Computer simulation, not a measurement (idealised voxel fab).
Presented below is a process module, voxel transistor to metal.
cross-section cut | 195 nm wide | cells 5 nm
In this document a cross-section is written as a grid of square cells. It is given as a series of bands, listed from the top down, and a band is one or more rows of cells. Heads up on the band format: heights come first, top then bottom, in nm. After that it's the materials left to right, each with its width in nm. A single material flagged "all across" fills the whole band edge to edge, and "air" means there's empty space there. The reference from which all heights are counted is 0, the level beneath which the as-received wafer is entirely one material; the lowest band, having no lower bound, proceeds downward and is written after the example "0 -> down". Read "30..40" as a graded width: first number on top, second number at the bottom, same change between each pair of neighbouring rows. "no alteration" -> step changed no cross-section cell. Heads up: "Voids lacking openings" only lists the empty pockets with no open path to the top that are 8 cells or more, and it writes them as width x height at distance, distance from the left edge, in nm. Past the settings on a step's line: simulator remark, on that step. For masked steps, "overlay nm" on the step line gives how far right of plan the mask actually lay; a minus sign means it lay to the left. Read each pair as before and after one process step. The after cross-section shows only down to the lowest band that changed. The step between them and its settings are given below the pair. Pairs can come from different runs of this module on the same starting wafer. A pair continues from the pair above only where its "Geometry before processing" entry says so.
### Geometry before processing
- 30 -> 20 = air=85, then SiCN=25, then air=85
- 20 -> 0 = air=85, then polySi=25, then air=85
- 0 -> -5 = SiO2 all across
- -5 -> -25 = SiO2=35, then Si=125, then SiO2=35
- -25 -> down = Si all across
- Voids lacking openings: none
### After the Step
- 40 -> 30 = air=75, then SiN=45, then air=75
- 30 -> 20 = air=75, then SiN=10, then SiCN=25, then SiN=10, then air=75
- 20 -> 10 = air=75, then SiN=10, then polySi=25, then SiN=10, then air=75
- 10 -> 0 = SiN=85, then polySi=25, then SiN=85
- Under 0: no change, same as before.
- Voids lacking openings: none
Link between the two cross-sections above: CONFORMAL_DEP: material SiN, thk nm 10
Geometry before processing: The initial state for this step is given by the after cross-section of the immediately preceding pair.
### After the Step
- 30 -> 20 = air=75, then SiN=10, then SiCN=25, then SiN=10, then air=75
- 20 -> 0 = air=75, then SiN=10, then polySi=25, then SiN=10, then air=75
- Under 0: no change, same as before.
- Voids lacking openings: none
Link between the two cross-sections above: DIRECTIONAL_ETCH: etch materials SiN, depth nm 10
Geometry before processing: The initial state for this step is given by the after cross-section of the immediately preceding pair.
### After the Step
- 30 -> 20 = air=75, then SiN=10, then SiCN=25, then SiN=10, then air=75
- 20 -> 0 = air=75, then SiN=10, then polySi=25, then SiN=10, then air=75
- 0 -> -5 = air=75, then SiO2=45, then air=75
- Under -5: no change, same as before.
- Voids lacking openings: none
Link between the two cross-sections above: DIRECTIONAL_ETCH: etch materials SiO2, depth nm 5
Geometry before processing: The initial state for this step is given by the after cross-section of the immediately preceding pair.
### After the Step
- 30 -> 20 = air=75, then SiN=10, then SiCN=25, then SiN=10, then air=75
- 20 -> 0 = air=75, then SiN=10, then polySi=25, then SiN=10, then air=75
- 0 -> -5 = air=75, then SiO2=45, then air=75
- -5 -> -10 = SiO2=35, then air=40, then Si=45, then air=40, then SiO2=35
- Under -10: no change, same as before.
- Voids lacking openings: none
Link between the two cross-sections above: DIRECTIONAL_ETCH: etch materials Si, depth nm 5
Geometry before processing: The initial state for this step is given by the after cross-section of the immediately preceding pair.
### After the Step
- 30 -> 20 = air=75, then SiN=10, then SiCN=25, then SiN=10, then air=75
- 20 -> 5 = air=75, then SiN=10, then polySi=25, then SiN=10, then air=75
- 5 -> 0 = air=65, then SiGe=10, then SiN=10, then polySi=25, then SiN=10, then SiGe=10, then air=65
- 0 -> -5 = air=30, then SiGe=45, then SiO2=45, then SiGe=45, then air=30
- -5 -> -10 = SiO2=35, then SiGe=40, then Si=45, then SiGe=40, then SiO2=35
- Under -10: no change, same as before.
- Voids lacking openings: none
Link between the two cross-sections above: EPI: material SiGe, thk nm 10
Geometry before processing: The initial state for this step is given by the after cross-section of the immediately preceding pair.
### After the Step
- 40 -> 30 = SiO2 all across
- 30 -> 20 = SiO2=75, then SiN=10, then SiCN=25, then SiN=10, then SiO2=75
- 20 -> 5 = SiO2=75, then SiN=10, then polySi=25, then SiN=10, then SiO2=75
- 5 -> 0 = SiO2=65, then SiGe=10, then SiN=10, then polySi=25, then SiN=10, then SiGe=10, then SiO2=65
- 0 -> -5 = SiO2=30, then SiGe=45, then SiO2=45, then SiGe=45, then SiO2=30
- Under -5: no change, same as before.
- Voids lacking openings: none
Link between the two cross-sections above: FILL_DEP: material SiO2, thk nm 10
Geometry before processing: The initial state for this step is given by the after cross-section of the immediately preceding pair.
### After the Step
- 35 -> 30 = SiO2 all across
- Under 30: no change, same as before.
- Voids lacking openings: none
Link between the two cross-sections above: CMP: height nm 35
Geometry before processing: The initial state for this step is given by the after cross-section of the immediately preceding pair.
### After the Step
- 50 -> 30 = SiO2 all across
- Under 30: no change, same as before.
- Voids lacking openings: none
Link between the two cross-sections above: DIRECTIONAL_DEP: material SiO2, thk nm 15
Geometry before processing: The initial state for this step is given by the after cross-section of the immediately preceding pair.
### After the Step
- 65 -> 50 = aC all across
- Under 50: no change, same as before.
- Voids lacking openings: none
Link between the two cross-sections above: DIRECTIONAL_DEP: material aC, thk nm 15
Geometry before processing: The initial state for this step is given by the after cross-section of the immediately preceding pair.
### After the Step
- 95 -> 65 = resist=45, then air=35, then resist=35, then air=35, then resist=45
- Under 65: no change, same as before.
- Voids lacking openings: none
Link between the two cross-sections above: PATTERN: tone open, mask id CONTACT, material resist, width nm 35, pitch nm 70, thk nm 30, overlay nm 0
Geometry before processing: The initial state for this step is given by the after cross-section of the immediately preceding pair.
### After the Step
- 80 -> 65 = resist=45, then air=35, then resist=35, then air=35, then resist=45
- 65 -> 50 = aC=45, then air=35, then aC=35, then air=35, then aC=45
- Under 50: no change, same as before.
- Voids lacking openings: none
Link between the two cross-sections above: DIRECTIONAL_ETCH: etch materials aC, depth nm 15
Geometry before processing: The initial state for this step is given by the after cross-section of the immediately preceding pair.
### After the Step
- 65 -> 50 = aC=45, then air=35, then aC=35, then air=35, then aC=45
- Under 50: no change, same as before.
- Voids lacking openings: none
Link between the two cross-sections above: STRIP: etch materials resist
Geometry before processing: The initial state for this step is given by the after cross-section of the immediately preceding pair.
### After the Step
- 65 -> 50 = aC=45, then air=35, then aC=35, then air=35, then aC=45
- 50 -> 30 = SiO2=45, then air=35, then SiO2=35, then air=35, then SiO2=45
- 30 -> 20 = SiO2=45, then air=30, then SiN=10, then SiCN=25, then SiN=10, then air=30, then SiO2=45
- 20 -> 5 = SiO2=45, then air=30, then SiN=10, then polySi=25, then SiN=10, then air=30, then SiO2=45
- 5 -> 0 = SiO2=45, then air=20, then SiGe=10, then SiN=10, then polySi=25, then SiN=10, then SiGe=10, then air=20, then SiO2=45
- Under 0: no change, same as before.
- Voids lacking openings: none
Link between the two cross-sections above: DIRECTIONAL_ETCH: etch materials SiO2, depth nm 50
Geometry before processing: The initial state for this step is given by the after cross-section of the immediately preceding pair.
### After the Step
- 50 -> 30 = SiO2=45, then air=35, then SiO2=35, then air=35, then SiO2=45
- Under 30: no change, same as before.
- Voids lacking openings: none
Link between the two cross-sections above: STRIP: etch materials aC
Geometry before processing: The initial state for this step is given by the after cross-section of the immediately preceding pair.
### After the Step
- 55 -> 50 = TiN=50, then air=25, then TiN=45, then air=25, then TiN=50
- 50 -> 35 = SiO2=45, then TiN=5, then air=25, then TiN=5, then SiO2=35, then TiN=5, then air=25, then TiN=5, then SiO2=45
- 35 -> 30 = SiO2=45, then TiN=5, then air=20, then TiN=10, then SiO2=35, then TiN=10, then air=20, then TiN=5, then SiO2=45
- 30 -> 20 = SiO2=45, then TiN=5, then air=20, then TiN=5, then SiN=10, then SiCN=25, then SiN=10, then TiN=5, then air=20, then TiN=5, then SiO2=45
- 20 -> 10 = SiO2=45, then TiN=5, then air=20, then TiN=5, then SiN=10, then polySi=25, then SiN=10, then TiN=5, then air=20, then TiN=5, then SiO2=45
- 10 -> 5 = SiO2=45, then TiN=5, then air=10, then TiN=15, then SiN=10, then polySi=25, then SiN=10, then TiN=15, then air=10, then TiN=5, then SiO2=45
- 5 -> 0 = SiO2=45, then TiN=20, then SiGe=10, then SiN=10, then polySi=25, then SiN=10, then SiGe=10, then TiN=20, then SiO2=45
- Under 0: no change, same as before.
- Voids lacking openings: none
Link between the two cross-sections above: CONFORMAL_DEP: material TiN, thk nm 5
Geometry before processing: The initial state for this step is given by the after cross-section of the immediately preceding pair.
### After the Step
- 65 -> 55 = Ru all across
- 55 -> 50 = TiN=50, then Ru=25, then TiN=45, then Ru=25, then TiN=50
- 50 -> 35 = SiO2=45, then TiN=5, then Ru=25, then TiN=5, then SiO2=35, then TiN=5, then Ru=25, then TiN=5, then SiO2=45
- 35 -> 30 = SiO2=45, then TiN=5, then Ru=20, then TiN=10, then SiO2=35, then TiN=10, then Ru=20, then TiN=5, then SiO2=45
- 30 -> 20 = SiO2=45, then TiN=5, then Ru=20, then TiN=5, then SiN=10, then SiCN=25, then SiN=10, then TiN=5, then Ru=20, then TiN=5, then SiO2=45
- 20 -> 10 = SiO2=45, then TiN=5, then Ru=20, then TiN=5, then SiN=10, then polySi=25, then SiN=10, then TiN=5, then Ru=20, then TiN=5, then SiO2=45
- 10 -> 5 = SiO2=45, then TiN=5, then Ru=10, then TiN=15, then SiN=10, then polySi=25, then SiN=10, then TiN=15, then Ru=10, then TiN=5, then SiO2=45
- Under 5: no change, same as before.
- Voids lacking openings: none
Link between the two cross-sections above: FILL_DEP: material Ru, thk nm 10
Geometry before processing: The initial state for this step is given by the after cross-section of the immediately preceding pair.
### After the Step
- 50 -> 35 = SiO2=45, then TiN=5, then Ru=25, then TiN=5, then SiO2=35, then TiN=5, then Ru=25, then TiN=5, then SiO2=45
- Under 35: no change, same as before.
- Voids lacking openings: none
Link between the two cross-sections above: CMP: height nm 50
Geometry before processing: The initial state for this step is given by the after cross-section of the immediately preceding pair.
### After the Step
- 55 -> 50 = SiCN all across
- Under 50: no change, same as before.
- Voids lacking openings: none
Link between the two cross-sections above: CONFORMAL_DEP: material SiCN, thk nm 5
Geometry before processing: The initial state for this step is given by the after cross-section of the immediately preceding pair.
### After the Step
- 75 -> 55 = lowk all across
- Under 55: no change, same as before.
- Voids lacking openings: none
Link between the two cross-sections above: DIRECTIONAL_DEP: material lowk, thk nm 20
Geometry before processing: The initial state for this step is given by the after cross-section of the immediately preceding pair.
### After the Step
- 75 -> 55 = lowk=45, then air=20, then lowk=65, then air=20, then lowk=45
- Under 55: no change, same as before.
- Voids lacking openings: none
Link between the two cross-sections above: MASKED_ETCH: tone open, mask id METAL_1, width nm 20, pitch nm 85, etch materials lowk, depth nm 20, overlay nm 0
Geometry before processing: The initial state for this step is given by the after cross-section of the immediately preceding pair.
### After the Step
- 75 -> 55 = lowk=45, then air=20, then lowk=65, then air=20, then lowk=45
- 55 -> 50 = SiCN=45, then air=20, then SiCN=65, then air=20, then SiCN=45
- Under 50: no change, same as before.
- Voids lacking openings: none
Link between the two cross-sections above: MASKED_ETCH: tone open, mask id METAL_1, width nm 20, pitch nm 85, etch materials SiCN, depth nm 5, overlay nm 0
Geometry before processing: The initial state for this step is given by the after cross-section of the immediately preceding pair.
### After the Step
- 80 -> 75 = TiN=50, then air=10, then TiN=75, then air=10, then TiN=50
- 75 -> 55 = lowk=45, then TiN=5, then air=10, then TiN=5, then lowk=65, then TiN=5, then air=10, then TiN=5, then lowk=45
- 55 -> 50 = SiCN=45, then TiN=20, then SiCN=65, then TiN=20, then SiCN=45
- Under 50: no change, same as before.
- Voids lacking openings: none
Link between the two cross-sections above: CONFORMAL_DEP: material TiN, thk nm 5
Geometry before processing: The initial state for this step is given by the after cross-section of the immediately preceding pair.
### After the Step
- 85 -> 80 = W all across
- 80 -> 75 = TiN=50, then W=10, then TiN=75, then W=10, then TiN=50
- 75 -> 55 = lowk=45, then TiN=5, then W=10, then TiN=5, then lowk=65, then TiN=5, then W=10, then TiN=5, then lowk=45
- Under 55: no change, same as before.
- Voids lacking openings: none
Link between the two cross-sections above: FILL_DEP: material W, thk nm 5
Geometry before processing: The initial state for this step is given by the after cross-section of the immediately preceding pair.
### After the Step
- 75 -> 55 = lowk=45, then TiN=5, then W=10, then TiN=5, then lowk=65, then TiN=5, then W=10, then TiN=5, then lowk=45
- Under 55: no change, same as before.
- Voids lacking openings: none
Link between the two cross-sections above: CMP: height nm 75
Geometry before processing: The initial state for this step is given by the after cross-section of the immediately preceding pair.
### After the Step
- 80 -> 75 = SiCN all across
- Under 75: no change, same as before.
- Voids lacking openings: none
Link between the two cross-sections above: CONFORMAL_DEP: material SiCN, thk nm 5
Geometry before processing: The initial state for this step is given by the after cross-section of the immediately preceding pair.
### After the Step
- 110 -> 80 = SiO2 all across
- Under 80: no change, same as before.
- Voids lacking openings: none
Link between the two cross-sections above: DIRECTIONAL_DEP: material SiO2, thk nm 30
Geometry before processing: The initial state for this step is given by the after cross-section of the immediately preceding pair.
### After the Step
- 125 -> 110 = resist=45, then air=20, then resist=65, then air=20, then resist=45
- Under 110: no change, same as before.
- Voids lacking openings: none
Link between the two cross-sections above: PATTERN: tone open, mask id METAL_2, material resist, width nm 20, pitch nm 85, thk nm 15, overlay nm 0
Geometry before processing: The initial state for this step is given by the after cross-section of the immediately preceding pair.
### After the Step
- 125 -> 110 = resist=45, then air=20, then resist=65, then air=20, then resist=45
- 110 -> 90 = SiO2=45, then air=20, then SiO2=65, then air=20, then SiO2=45
- Under 90: no change, same as before.
- Voids lacking openings: none
Link between the two cross-sections above: DIRECTIONAL_ETCH: etch materials SiO2, depth nm 20
Geometry before processing: The initial state for this step is given by the after cross-section of the immediately preceding pair.
### After the Step
- 110 -> 90 = SiO2=45, then air=20, then SiO2=65, then air=20, then SiO2=45
- Under 90: no change, same as before.
- Voids lacking openings: none
Link between the two cross-sections above: STRIP: etch materials resist
Geometry before processing: The initial state for this step is given by the after cross-section of the immediately preceding pair.
### After the Step
- 110 -> 90 = SiO2=45, then air=20, then SiO2=65, then air=20, then SiO2=45
- 90 -> 80 = SiO2=45, then air=15, then SiO2=70, then air=15, then SiO2=50
- Under 80: no change, same as before.
- Voids lacking openings: none
Link between the two cross-sections above: MASKED_ETCH: tone open, mask id METAL_2_HOLES, width nm 15, pitch nm 85, etch materials SiO2, depth nm 10, overlay nm 0
Geometry before processing: The initial state for this step is given by the after cross-section of the immediately preceding pair.
### After the Step
- 110 -> 90 = SiO2=45, then air=20, then SiO2=65, then air=20, then SiO2=45
- 90 -> 80 = SiO2=45, then air=15, then SiO2=70, then air=15, then SiO2=50
- 80 -> 75 = SiCN=45, then air=15, then SiCN=70, then air=15, then SiCN=50
- Under 75: no change, same as before.
- Voids lacking openings: none
Link between the two cross-sections above: MASKED_ETCH: tone open, mask id METAL_2_HOLES, width nm 15, pitch nm 85, etch materials SiCN, depth nm 5, overlay nm 0
Geometry before processing: The initial state for this step is given by the after cross-section of the immediately preceding pair.
### After the Step
- 115 -> 110 = TiN=50, then air=10, then TiN=75, then air=10, then TiN=50
- 110 -> 95 = SiO2=45, then TiN=5, then air=10, then TiN=5, then SiO2=65, then TiN=5, then air=10, then TiN=5, then SiO2=45
- 95 -> 90 = SiO2=45, then TiN=5, then air=5, then TiN=10, then SiO2=65, then TiN=5, then air=5, then TiN=10, then SiO2=45
- 90 -> 80 = SiO2=45, then TiN=5, then air=5, then TiN=5, then SiO2=70, then TiN=5, then air=5, then TiN=5, then SiO2=50
- 80 -> 75 = SiCN=45, then TiN=15, then SiCN=70, then TiN=15, then SiCN=50
- Under 75: no change, same as before.
- Voids lacking openings: none
Link between the two cross-sections above: CONFORMAL_DEP: material TiN, thk nm 5
Geometry before processing: The initial state for this step is given by the after cross-section of the immediately preceding pair.
### After the Step
- 125 -> 115 = Cu all across
- 115 -> 110 = TiN=50, then Cu=10, then TiN=75, then Cu=10, then TiN=50
- 110 -> 95 = SiO2=45, then TiN=5, then Cu=10, then TiN=5, then SiO2=65, then TiN=5, then Cu=10, then TiN=5, then SiO2=45
- 95 -> 90 = SiO2=45, then TiN=5, then Cu=5, then TiN=10, then SiO2=65, then TiN=5, then Cu=5, then TiN=10, then SiO2=45
- 90 -> 80 = SiO2=45, then TiN=5, then Cu=5, then TiN=5, then SiO2=70, then TiN=5, then Cu=5, then TiN=5, then SiO2=50
- Under 80: no change, same as before.
- Voids lacking openings: none
Link between the two cross-sections above: FILL_DEP: material Cu, thk nm 10
Geometry before processing: The initial state for this step is given by the after cross-section of the immediately preceding pair.
### After the Step
- 110 -> 95 = SiO2=45, then TiN=5, then Cu=10, then TiN=5, then SiO2=65, then TiN=5, then Cu=10, then TiN=5, then SiO2=45
- Under 95: no change, same as before.
- Voids lacking openings: none
Link between the two cross-sections above: CMP: height nm 110
Geometry before processing: The initial state for this step is given by the after cross-section of the immediately preceding pair.
### After the Step
- 115 -> 110 = SiN all across
- Under 110: no change, same as before.
- Voids lacking openings: none
Link between the two cross-sections above: CONFORMAL_DEP: material SiN, thk nm 5
### Geometry before processing
- 110 -> 80 = SiO2 all across
- 80 -> 75 = SiCN all across
- 75 -> 55 = lowk=45, then TiN=5, then W=10, then TiN=5, then lowk=65, then TiN=5, then W=10, then TiN=5, then lowk=45
- 55 -> 50 = SiCN=45, then TiN=20, then SiCN=65, then TiN=20, then SiCN=45
- 50 -> 40 = SiO2=45, then TiN=5, then Ru=25, then TiN=5, then SiO2=35, then TiN=5, then Ru=25, then TiN=5, then SiO2=45
- 40 -> 35 = SiO2=45, then TiN=5, then Ru=20, then TiN=10, then SiO2=35, then TiN=10, then Ru=20, then TiN=5, then SiO2=45
- 35 -> 25 = SiO2=45, then TiN=5, then Ru=20, then TiN=5, then SiN=10, then SiCN=25, then SiN=10, then TiN=5, then Ru=20, then TiN=5, then SiO2=45
- 25 -> 10 = SiO2=45, then TiN=5, then Ru=20, then TiN=5, then SiN=10, then polySi=25, then SiN=10, then TiN=5, then Ru=20, then TiN=5, then SiO2=45
- 10 -> 5 = SiO2=45, then TiN=5, then Ru=10, then TiN=15, then SiN=10, then polySi=25, then SiN=10, then TiN=15, then Ru=10, then TiN=5, then SiO2=45
- 5 -> 0 = SiO2=45, then TiN=20, then SiGe=10, then SiN=10, then polySi=25, then SiN=10, then SiGe=10, then TiN=20, then SiO2=45
- 0 -> -5 = SiO2=30, then SiGe=45, then SiO2=45, then SiGe=45, then SiO2=30
- -5 -> -10 = SiO2=35, then SiGe=40, then Si=45, then SiGe=40, then SiO2=35
- -10 -> -25 = SiO2=35, then Si=125, then SiO2=35
- -25 -> down = Si all across
- Voids lacking openings: none
### After the Step
- 125 -> 110 = resist=40, then air=30, then resist=55, then air=30, then resist=40
- Under 110: no change, same as before.
- Voids lacking openings: none
Link between the two cross-sections above: PATTERN: tone open, mask id METAL_2, material resist, width nm 30, pitch nm 85, thk nm 15, overlay nm 0
Geometry before processing: The initial state for this step is given by the after cross-section of the immediately preceding pair.
### After the Step
- 125 -> 110 = resist=40, then air=30, then resist=55, then air=30, then resist=40
- 110 -> 90 = SiO2=40, then air=30, then SiO2=55, then air=30, then SiO2=40
- Under 90: no change, same as before.
- Voids lacking openings: none
Link between the two cross-sections above: DIRECTIONAL_ETCH: etch materials SiO2, depth nm 20
Geometry before processing: The initial state for this step is given by the after cross-section of the immediately preceding pair.
### After the Step
- 110 -> 90 = SiO2=40, then air=30, then SiO2=55, then air=30, then SiO2=40
- Under 90: no change, same as before.
- Voids lacking openings: none
Link between the two cross-sections above: STRIP: etch materials resist
Geometry before processing: The initial state for this step is given by the after cross-section of the immediately preceding pair.
### After the Step
- 110 -> 90 = SiO2=40, then air=30, then SiO2=55, then air=30, then SiO2=40
- 90 -> 80 = SiO2=45, then air=15, then SiO2=70, then air=15, then SiO2=50
- Under 80: no change, same as before.
- Voids lacking openings: none
Link between the two cross-sections above: MASKED_ETCH: tone open, mask id METAL_2_HOLES, width nm 15, pitch nm 85, etch materials SiO2, depth nm 10, overlay nm 0
Geometry before processing: The initial state for this step is given by the after cross-section of the immediately preceding pair.
### After the Step
- 110 -> 90 = SiO2=40, then air=30, then SiO2=55, then air=30, then SiO2=40
- 90 -> 80 = SiO2=45, then air=15, then SiO2=70, then air=15, then SiO2=50
- 80 -> 75 = SiCN=45, then air=15, then SiCN=70, then air=15, then SiCN=50
- Under 75: no change, same as before.
- Voids lacking openings: none
Link between the two cross-sections above: MASKED_ETCH: tone open, mask id METAL_2_HOLES, width nm 15, pitch nm 85, etch materials SiCN, depth nm 5, overlay nm 0
Geometry before processing: The initial state for this step is given by the after cross-section of the immediately preceding pair.
### After the Step
- 115 -> 110 = TiN=45, then air=20, then TiN=65, then air=20, then TiN=45
- 110 -> 95 = SiO2=40, then TiN=5, then air=20, then TiN=5, then SiO2=55, then TiN=5, then air=20, then TiN=5, then SiO2=40
- 95 -> 90 = SiO2=40, then TiN=10, then air=5, then TiN=15, then SiO2=55, then TiN=10, then air=5, then TiN=15, then SiO2=40
- 90 -> 80 = SiO2=45, then TiN=5, then air=5, then TiN=5, then SiO2=70, then TiN=5, then air=5, then TiN=5, then SiO2=50
- 80 -> 75 = SiCN=45, then TiN=15, then SiCN=70, then TiN=15, then SiCN=50
- Under 75: no change, same as before.
- Voids lacking openings: none
Link between the two cross-sections above: CONFORMAL_DEP: material TiN, thk nm 5
Geometry before processing: The initial state for this step is given by the after cross-section of the immediately preceding pair.
### After the Step
- 125 -> 115 = Cu all across
- 115 -> 110 = TiN=45, then Cu=20, then TiN=65, then Cu=20, then TiN=45
- 110 -> 95 = SiO2=40, then TiN=5, then Cu=20, then TiN=5, then SiO2=55, then TiN=5, then Cu=20, then TiN=5, then SiO2=40
- 95 -> 90 = SiO2=40, then TiN=10, then Cu=5, then TiN=15, then SiO2=55, then TiN=10, then Cu=5, then TiN=15, then SiO2=40
- 90 -> 80 = SiO2=45, then TiN=5, then Cu=5, then TiN=5, then SiO2=70, then TiN=5, then Cu=5, then TiN=5, then SiO2=50
- Under 80: no change, same as before.
- Voids lacking openings: none
Link between the two cross-sections above: FILL_DEP: material Cu, thk nm 10
Geometry before processing: The initial state for this step is given by the after cross-section of the immediately preceding pair.
### After the Step
- 110 -> 95 = SiO2=40, then TiN=5, then Cu=20, then TiN=5, then SiO2=55, then TiN=5, then Cu=20, then TiN=5, then SiO2=40
- Under 95: no change, same as before.
- Voids lacking openings: none
Link between the two cross-sections above: CMP: height nm 110
Geometry before processing: The initial state for this step is given by the after cross-section of the immediately preceding pair.
### After the Step
- 115 -> 110 = SiN all across
- Under 110: no change, same as before.
- Voids lacking openings: none
Link between the two cross-sections above: CONFORMAL_DEP: material SiN, thk nm 5
### Geometry before processing
- 35 -> 25 = SiCN all across
- 25 -> 0 = polySi all across
- 0 -> -5 = SiO2 all across
- -5 -> -25 = SiO2=35, then Si=125, then SiO2=35
- -25 -> down = Si all across
- Voids lacking openings: none
### After the Step
- 50 -> 35 = air=75, then resist=25, then air=95
- Under 35: no change, same as before.
- Voids lacking openings: none
Link between the two cross-sections above: PATTERN: tone cover, mask id GATE, material resist, width nm 25, thk nm 15, overlay nm -10
Geometry before processing: The initial state for this step is given by the after cross-section of the immediately preceding pair.
### After the Step
- 50 -> 35 = air=75, then resist=25, then air=95
- 35 -> 25 = air=75, then SiCN=25, then air=95
- Under 25: no change, same as before.
- Voids lacking openings: none
Link between the two cross-sections above: DIRECTIONAL_ETCH: etch materials SiCN, depth nm 20
Geometry before processing: The initial state for this step is given by the after cross-section of the immediately preceding pair.
### After the Step
- 50 -> 35 = air=75, then resist=25, then air=95
- 35 -> 25 = air=75, then SiCN=25, then air=95
- 25 -> 0 = air=75, then polySi=25, then air=95
- Under 0: no change, same as before.
- Voids lacking openings: none
Link between the two cross-sections above: DIRECTIONAL_ETCH: etch materials polySi, depth nm 35
Geometry before processing: The initial state for this step is given by the after cross-section of the immediately preceding pair.
### After the Step
- 35 -> 25 = air=75, then SiCN=25, then air=95
- Under 25: no change, same as before.
- Voids lacking openings: none
Link between the two cross-sections above: STRIP: etch materials resist
Geometry before processing: The initial state for this step is given by the after cross-section of the immediately preceding pair.
### After the Step
- 45 -> 35 = air=65, then SiN=45, then air=85
- 35 -> 25 = air=65, then SiN=10, then SiCN=25, then SiN=10, then air=85
- 25 -> 10 = air=65, then SiN=10, then polySi=25, then SiN=10, then air=85
- 10 -> 0 = SiN=75, then polySi=25, then SiN=95
- Under 0: no change, same as before.
- Voids lacking openings: none
Link between the two cross-sections above: CONFORMAL_DEP: material SiN, thk nm 10
Geometry before processing: The initial state for this step is given by the after cross-section of the immediately preceding pair.
### After the Step
- 35 -> 25 = air=65, then SiN=10, then SiCN=25, then SiN=10, then air=85
- 25 -> 0 = air=65, then SiN=10, then polySi=25, then SiN=10, then air=85
- Under 0: no change, same as before.
- Voids lacking openings: none
Link between the two cross-sections above: DIRECTIONAL_ETCH: etch materials SiN, depth nm 10
Geometry before processing: The initial state for this step is given by the after cross-section of the immediately preceding pair.
### After the Step
- 35 -> 25 = air=65, then SiN=10, then SiCN=25, then SiN=10, then air=85
- 25 -> 0 = air=65, then SiN=10, then polySi=25, then SiN=10, then air=85
- 0 -> -5 = air=65, then SiO2=45, then air=85
- Under -5: no change, same as before.
- Voids lacking openings: none
Link between the two cross-sections above: DIRECTIONAL_ETCH: etch materials SiO2, depth nm 5
Geometry before processing: The initial state for this step is given by the after cross-section of the immediately preceding pair.
### After the Step
- 35 -> 25 = air=65, then SiN=10, then SiCN=25, then SiN=10, then air=85
- 25 -> 0 = air=65, then SiN=10, then polySi=25, then SiN=10, then air=85
- 0 -> -5 = air=65, then SiO2=45, then air=85
- -5 -> -10 = SiO2=35, then air=30, then Si=45, then air=50, then SiO2=35
- Under -10: no change, same as before.
- Voids lacking openings: none
Link between the two cross-sections above: DIRECTIONAL_ETCH: etch materials Si, depth nm 5
Geometry before processing: The initial state for this step is given by the after cross-section of the immediately preceding pair.
### After the Step
- 35 -> 25 = air=65, then SiN=10, then SiCN=25, then SiN=10, then air=85
- 25 -> 5 = air=65, then SiN=10, then polySi=25, then SiN=10, then air=85
- 5 -> 0 = air=55, then SiGe=10, then SiN=10, then polySi=25, then SiN=10, then SiGe=10, then air=75
- 0 -> -5 = air=30, then SiGe=35, then SiO2=45, then SiGe=55, then air=30
- -5 -> -10 = SiO2=35, then SiGe=30, then Si=45, then SiGe=50, then SiO2=35
- Under -10: no change, same as before.
- Voids lacking openings: none
Link between the two cross-sections above: EPI: material SiGe, thk nm 10
Geometry before processing: The initial state for this step is given by the after cross-section of the immediately preceding pair.
### After the Step
- 45 -> 35 = SiO2 all across
- 35 -> 25 = SiO2=65, then SiN=10, then SiCN=25, then SiN=10, then SiO2=85
- 25 -> 5 = SiO2=65, then SiN=10, then polySi=25, then SiN=10, then SiO2=85
- 5 -> 0 = SiO2=55, then SiGe=10, then SiN=10, then polySi=25, then SiN=10, then SiGe=10, then SiO2=75
- 0 -> -5 = SiO2=30, then SiGe=35, then SiO2=45, then SiGe=55, then SiO2=30
- Under -5: no change, same as before.
- Voids lacking openings: none
Link between the two cross-sections above: FILL_DEP: material SiO2, thk nm 10
Geometry before processing: The initial state for this step is given by the after cross-section of the immediately preceding pair.
### After the Step
- 35 -> 25 = SiO2=65, then SiN=10, then SiCN=25, then SiN=10, then SiO2=85
- Under 25: no change, same as before.
- Voids lacking openings: none
Link between the two cross-sections above: CMP: height nm 35
Geometry before processing: The initial state for this step is given by the after cross-section of the immediately preceding pair.
### After the Step
- 50 -> 35 = SiO2 all across
- Under 35: no change, same as before.
- Voids lacking openings: none
Link between the two cross-sections above: DIRECTIONAL_DEP: material SiO2, thk nm 15
Geometry before processing: The initial state for this step is given by the after cross-section of the immediately preceding pair.
### After the Step
- 65 -> 50 = aC all across
- Under 50: no change, same as before.
- Voids lacking openings: none
Link between the two cross-sections above: DIRECTIONAL_DEP: material aC, thk nm 15
Geometry before processing: The initial state for this step is given by the after cross-section of the immediately preceding pair.
### After the Step
- 95 -> 65 = resist=45, then air=35, then resist=35, then air=35, then resist=45
- Under 65: no change, same as before.
- Voids lacking openings: none
Link between the two cross-sections above: PATTERN: tone open, mask id CONTACT, material resist, width nm 35, pitch nm 70, thk nm 30, overlay nm 0
Geometry before processing: The initial state for this step is given by the after cross-section of the immediately preceding pair.
### After the Step
- 80 -> 65 = resist=45, then air=35, then resist=35, then air=35, then resist=45
- 65 -> 50 = aC=45, then air=35, then aC=35, then air=35, then aC=45
- Under 50: no change, same as before.
- Voids lacking openings: none
Link between the two cross-sections above: DIRECTIONAL_ETCH: etch materials aC, depth nm 15
Geometry before processing: The initial state for this step is given by the after cross-section of the immediately preceding pair.
### After the Step
- 65 -> 50 = aC=45, then air=35, then aC=35, then air=35, then aC=45
- Under 50: no change, same as before.
- Voids lacking openings: none
Link between the two cross-sections above: STRIP: etch materials resist
Geometry before processing: The initial state for this step is given by the after cross-section of the immediately preceding pair.
### After the Step
- 65 -> 50 = aC=45, then air=35, then aC=35, then air=35, then aC=45
- 50 -> 35 = SiO2=45, then air=35, then SiO2=35, then air=35, then SiO2=45
- 35 -> 25 = SiO2=45, then air=20, then SiN=10, then SiCN=25, then SiN=10, then SiO2=5, then air=35, then SiO2=45
- 25 -> 5 = SiO2=45, then air=20, then SiN=10, then polySi=25, then SiN=10, then SiO2=5, then air=35, then SiO2=45
- 5 -> 0 = SiO2=45, then air=10, then SiGe=10, then SiN=10, then polySi=25, then SiN=10, then SiGe=10, then air=30, then SiO2=45
- Under 0: no change, same as before.
- Voids lacking openings: none
Link between the two cross-sections above: DIRECTIONAL_ETCH: etch materials SiO2, depth nm 50
Geometry before processing: The initial state for this step is given by the after cross-section of the immediately preceding pair.
### After the Step
- 50 -> 35 = SiO2=45, then air=35, then SiO2=35, then air=35, then SiO2=45
- Under 35: no change, same as before.
- Voids lacking openings: none
Link between the two cross-sections above: STRIP: etch materials aC
